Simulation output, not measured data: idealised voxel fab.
The process module that follows is named voxel self aligned vias.
It is cross-section cut that appears here, measuring 175 nm in width, its square cells being 5 nm in size.
Notation: cross-section as square-cell grid; stated in bands, top first, going down; one or more cell rows per band.
Look at the band entry: it leads with the top's height and the bottom's height in nm. Then it lists the materials left to right, with a width in nm for each. The word "everywhere" on a single material says that material fills the band edge to edge. The word "air" is empty space.
Height reference: 0 = level under which incoming wafer is all one material. Lowest band: no bottom, runs on downward, e.g. "0 nm and below".
Per-row width for "30->40": begins at first number (top row of band), ends at second number (bottom row), increment between rows held constant.
For the purposes of this document, the phrase "no modification" attached to a step denotes that no cell within the cross-section was modified by that step.
The entry titled "Closed void listing" provides the empty spaces that have no open way to the top, restricted to those of 8 cells or more. Each is presented as width x height at distance, the distance being measured from the left edge, with all three in nm.
Step line, after settings: the simulator's comment on this step.
"overlay nm" denotes, for a step that has a mask, the displacement of the mask to the right of its planned place, with negative values corresponding to the left.

Intended process steps
1 RECEIVE with material Si
2 CONFORMAL_DEP with material SiO2, thk nm 15
3 CONFORMAL_DEP with material SiCN, thk nm 5
4 DIRECTIONAL_DEP with material lowk, thk nm 25
5 DIRECTIONAL_DEP with material aC, thk nm 15
6 PATTERN with tone open, mask id LINES, material resist, width nm 25, pitch nm 65, thk nm 35, overlay nm 0
7 DIRECTIONAL_ETCH with etch materials aC, depth nm 15
8 STRIP with etch materials resist
9 DIRECTIONAL_ETCH with etch materials lowk, depth nm 25
10 STRIP with etch materials aC
11 CONFORMAL_DEP with material TiN, thk nm 5
12 FILL_DEP with material W, thk nm 10
13 CMP with height nm 45
14 SELECTIVE_ETCH with etch materials W Ru TiN, depth nm 5
15 FILL_DEP with material SiN, thk nm 5
16 CMP with height nm 45
17 DIRECTIONAL_DEP with material lowk, thk nm 15
18 MASKED_ETCH with tone open, mask id VIAS, width nm 35, etch materials lowk, depth nm 15, overlay nm 0
19 MASKED_ETCH with tone open, mask id VIAS, width nm 35, etch materials SiN, depth nm 5, overlay nm 0
20 CONFORMAL_DEP with material TiN, thk nm 5
21 FILL_DEP with material Cu, thk nm 5
22 CMP with height nm 60
23 CONFORMAL_DEP with material SiN, thk nm 5

Incoming wafer, cross-sectional view, post step 1
0 nm and below = Si everywhere
Closed void listing: none

Wafer cross-section at end of module: start and plan as shown above, one execution error
65 nm to 60 nm = SiN everywhere
60 nm to 45 nm = 35 of lowk  5 of TiN  25 of lowk  5 of TiN  105 of lowk
45 nm to 40 nm = 40 of lowk  25 of SiN  40 of lowk  25 of SiN  45 of lowk
40 nm to 25 nm = 40 of lowk  5 of TiN  15 of W  5 of TiN  40 of lowk  5 of TiN  15 of W  5 of TiN  45 of lowk
25 nm to 20 nm = 40 of lowk  25 of TiN  40 of lowk  25 of TiN  45 of lowk
20 nm to 15 nm = SiCN everywhere
15 nm to 0 nm = SiO2 everywhere
0 nm and below = Si everywhere
Closed void listing: none
In executing the process, a mistake was made relative to the plan: order of steps 17 and 18 inverted relative to the plan
